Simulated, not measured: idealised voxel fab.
Title: Process Module voxel transistor to metal
Square cells of 5 nm make up the cross-section cut, whose width is 185 nm.
We lay out every cross-section as a grid of square cells and spell it out in bands from the top down, where one band means one or more rows of cells. The band entry comprises the height of the band's top followed by the height of its bottom, expressed in nm, and subsequently the band's materials from left to right, each stated together with its width in nm. Where a single material is marked with the word "full width", that material fills the band from edge to edge. The word "blank" represents empty space. Height is counted from the level 0, under which the received wafer is composed throughout of one material. The lowest of the bands is not closed at the bottom but continues downward, in the notation "from 0 down". Graded width ("30->40"): value in top row of band = first number; value in bottom row = second number; row-to-row change constant. Given "no alteration" for a step, no cell of the cross-section differs between before and after that step. Each empty space that has no open way to the top and spans at least 8 cells appears under "Closed void entries" as width x height at distance, the distance counted from the left edge, all in nm. Heads up: the bit after the settings on a step's line is the simulator's remark on that step. You can add "overlay nm" to a step's line. For a step with a mask, it describes how far the mask lay to the right of its planned position, and a negative number describes a lay to the left.

LISTED BELOW ARE THE PROCESS STEPS AS PLANNED
1: RECEIVE [material Si]
2: OXIDIZE [depth nm 5]
3: CONFORMAL_DEP [material SiN] [thk nm 10]
4: DIRECTIONAL_DEP [material aC] [thk nm 10]
5: PATTERN [tone cover] [mask id ACTIVE] [material resist] [width nm 120] [thk nm 25] [overlay nm 0]
6: DIRECTIONAL_ETCH [etch materials aC] [depth nm 10]
7: STRIP [etch materials resist]
8: DIRECTIONAL_ETCH [etch materials SiN] [depth nm 10]
9: DIRECTIONAL_ETCH [etch materials SiO2] [depth nm 5]
10: DIRECTIONAL_ETCH [etch materials Si] [depth nm 20]
11: STRIP [etch materials aC]
12: OXIDIZE [depth nm 5]
13: FILL_DEP [material SiO2] [thk nm 5]
14: CMP [height nm 10]
15: SELECTIVE_ETCH [etch materials SiO2] [depth nm 5]
16: STRIP [etch materials SiN]
17: SELECTIVE_ETCH [etch materials SiO2] [depth nm 5]
18: OXIDIZE [depth nm 5]
19: DIRECTIONAL_DEP [material polySi] [thk nm 25]
20: DIRECTIONAL_DEP [material SiCN] [thk nm 10]
21: PATTERN [tone cover] [mask id GATE] [material resist] [width nm 20] [thk nm 15] [overlay nm 0]
22: DIRECTIONAL_ETCH [etch materials SiCN] [depth nm 20]
23: DIRECTIONAL_ETCH [etch materials polySi] [depth nm 35]
24: STRIP [etch materials resist]
25: CONFORMAL_DEP [material SiO2] [thk nm 5]
26: DIRECTIONAL_ETCH [etch materials SiO2] [depth nm 5]
27: CONFORMAL_DEP [material SiN] [thk nm 5]
28: DIRECTIONAL_ETCH [etch materials SiN] [depth nm 5]
29: DIRECTIONAL_ETCH [etch materials SiO2] [depth nm 5]
30: DIRECTIONAL_ETCH [etch materials Si] [depth nm 5]
31: EPI [material SiGe] [thk nm 5]
32: FILL_DEP [material SiO2] [thk nm 5]
33: CMP [height nm 20]
34: STRIP [etch materials polySi]
35: SELECTIVE_ETCH [etch materials SiO2] [depth nm 5]
36: CONFORMAL_DEP [material HfO2] [thk nm 5]
37: CONFORMAL_DEP [material TiN] [thk nm 5]
38: FILL_DEP [material W] [thk nm 5]
39: CMP [height nm 15]
40: DIRECTIONAL_DEP [material SiO2] [thk nm 15]
41: PATTERN [tone open] [mask id CONTACT] [material resist] [width nm 15] [pitch nm 85] [thk nm 15] [overlay nm 0]
42: DIRECTIONAL_ETCH [etch materials SiO2] [depth nm 40]
43: STRIP [etch materials resist]
44: CONFORMAL_DEP [material TiN] [thk nm 5]
45: FILL_DEP [material Ru] [thk nm 10]
46: CMP [height nm 30]
47: CONFORMAL_DEP [material SiN] [thk nm 5]
48: DIRECTIONAL_DEP [material SiO2] [thk nm 25]
49: PATTERN [tone open] [mask id METAL_1] [material resist] [width nm 15] [pitch nm 85] [thk nm 20] [overlay nm 0]
50: DIRECTIONAL_ETCH [etch materials SiO2] [depth nm 25]
51: DIRECTIONAL_ETCH [etch materials SiN] [depth nm 5]
52: STRIP [etch materials resist]
53: CONFORMAL_DEP [material TiN] [thk nm 5]
54: FILL_DEP [material Cu] [thk nm 10]
55: CMP [height nm 60]
56: CONFORMAL_DEP [material SiCN] [thk nm 5]
It is noted that the wafers described herein are identical at the outset and are distinguished by the width nm of step 21; the value stated in the plan corresponds to the first wafer.

AFTER STEP 1, AS RECEIVED: FIRST OF SEVERAL WAFERS, CROSS-SECTION
- from 0 down  Si full width
- Closed void entries: none

CROSS-SECTION, FIRST OF SEVERAL WAFERS, END OF MODULE, AFTER LAST STEP 56
- from 65 to 60  SiCN full width
- from 60 to 35  SiO2 40 nm; TiN 5 nm; Cu 5 nm; TiN 5 nm; SiO2 70 nm; TiN 5 nm; Cu 5 nm; TiN 5 nm; SiO2 45 nm
- from 35 to 30  SiN 40 nm; TiN 15 nm; SiN 70 nm; TiN 15 nm; SiN 45 nm
- from 30 to 15  SiO2 40 nm; TiN 5 nm; Ru 5 nm; TiN 5 nm; SiO2 70 nm; TiN 5 nm; Ru 5 nm; TiN 5 nm; SiO2 45 nm
- from 15 to 0  SiO2 40 nm; TiN 5 nm; Ru 5 nm; TiN 5 nm; SiO2 15 nm; SiN 5 nm; HfO2 5 nm; TiN 5 nm; W 10 nm; TiN 5 nm; HfO2 5 nm; SiN 5 nm; SiO2 15 nm; TiN 5 nm; Ru 5 nm; TiN 5 nm; SiO2 45 nm
- from 0 to -5  SiO2 30 nm; SiN 5 nm; SiO2 5 nm; TiN 5 nm; Ru 5 nm; TiN 5 nm; SiO2 15 nm; SiN 5 nm; HfO2 5 nm; TiN 20 nm; HfO2 5 nm; SiN 5 nm; SiO2 15 nm; TiN 5 nm; Ru 5 nm; TiN 5 nm; SiO2 5 nm; SiN 5 nm; SiO2 35 nm
- from -5 to -10  SiO2 40 nm; TiN 15 nm; SiO2 10 nm; SiGe 5 nm; SiO2 5 nm; HfO2 30 nm; SiO2 5 nm; SiGe 5 nm; SiO2 10 nm; TiN 15 nm; SiO2 45 nm
- from -10 to -15  SiO2 35 nm; SiGe 35 nm; Si 40 nm; SiGe 35 nm; SiO2 40 nm
- from -15 to -30  SiO2 35 nm; Si 110 nm; SiO2 40 nm
- from -30 down  Si full width
- Closed void entries: none

CROSS-SECTION, LAST WAFER, MODULE COMPLETION
- from 65 to 60  SiCN full width
- from 60 to 35  SiO2 40 nm; TiN 5 nm; Cu 5 nm; TiN 5 nm; SiO2 70 nm; TiN 5 nm; Cu 5 nm; TiN 5 nm; SiO2 45 nm
- from 35 to 30  SiN 40 nm; TiN 15 nm; SiN 70 nm; TiN 15 nm; SiN 45 nm
- from 30 to 15  SiO2 40 nm; TiN 5 nm; Ru 5 nm; TiN 5 nm; SiO2 70 nm; TiN 5 nm; Ru 5 nm; TiN 5 nm; SiO2 45 nm
- from 15 to 0  SiO2 40 nm; TiN 5 nm; Ru 5 nm; TiN 5 nm; SiO2 5 nm; SiN 5 nm; HfO2 5 nm; TiN 5 nm; W 35 nm; TiN 5 nm; HfO2 5 nm; SiN 5 nm; TiN 5 nm; Ru 5 nm; TiN 5 nm; SiO2 45 nm
- from 0 to -5  SiO2 30 nm; SiN 5 nm; SiO2 5 nm; TiN 5 nm; Ru 5 nm; TiN 5 nm; SiO2 5 nm; SiN 5 nm; HfO2 5 nm; TiN 45 nm; HfO2 5 nm; SiN 5 nm; TiN 15 nm; SiO2 5 nm; SiN 5 nm; SiO2 35 nm
- from -5 to -10  SiO2 40 nm; TiN 15 nm; SiGe 5 nm; SiO2 5 nm; HfO2 55 nm; SiO2 5 nm; SiGe 5 nm; TiN 10 nm; SiO2 45 nm
- from -10 to -15  SiO2 35 nm; SiGe 25 nm; Si 65 nm; SiGe 20 nm; SiO2 40 nm
- from -15 to -30  SiO2 35 nm; Si 110 nm; SiO2 40 nm
- from -30 down  Si full width
- Closed void entries: none

EACH ROW BELOW IS A WAFER AT THE END OF THE MODULE, LISTING FOR EVERY MATERIAL THE NUMBER OF CELLS IT HAS GAINED (+) OR LOST (-) SINCE IT WAS RECEIVED, FOLLOWED BY ITS CLOSED VOIDS
width nm 20, +10 Cu, +14 HfO2, +14 Ru, -148 Si, +37 SiCN, +16 SiGe, +41 SiN, +421 SiO2, +70 TiN, +6 W, Closed void entries: none
width nm 25, +10 Cu, +15 HfO2, +14 Ru, -147 Si, +37 SiCN, +15 SiGe, +41 SiN, +416 SiO2, +71 TiN, +9 W, Closed void entries: none
width nm 30, +10 Cu, +16 HfO2, +14 Ru, -146 Si, +37 SiCN, +14 SiGe, +41 SiN, +411 SiO2, +72 TiN, +12 W, Closed void entries: none
width nm 35, +10 Cu, +17 HfO2, +14 Ru, -145 Si, +37 SiCN, +13 SiGe, +41 SiN, +406 SiO2, +73 TiN, +15 W, Closed void entries: none
width nm 40, +10 Cu, +18 HfO2, +14 Ru, -144 Si, +37 SiCN, +12 SiGe, +41 SiN, +401 SiO2, +74 TiN, +18 W, Closed void entries: none
width nm 45, +10 Cu, +19 HfO2, +13 Ru, -143 Si, +37 SiCN, +11 SiGe, +41 SiN, +397 SiO2, +75 TiN, +21 W, Closed void entries: none
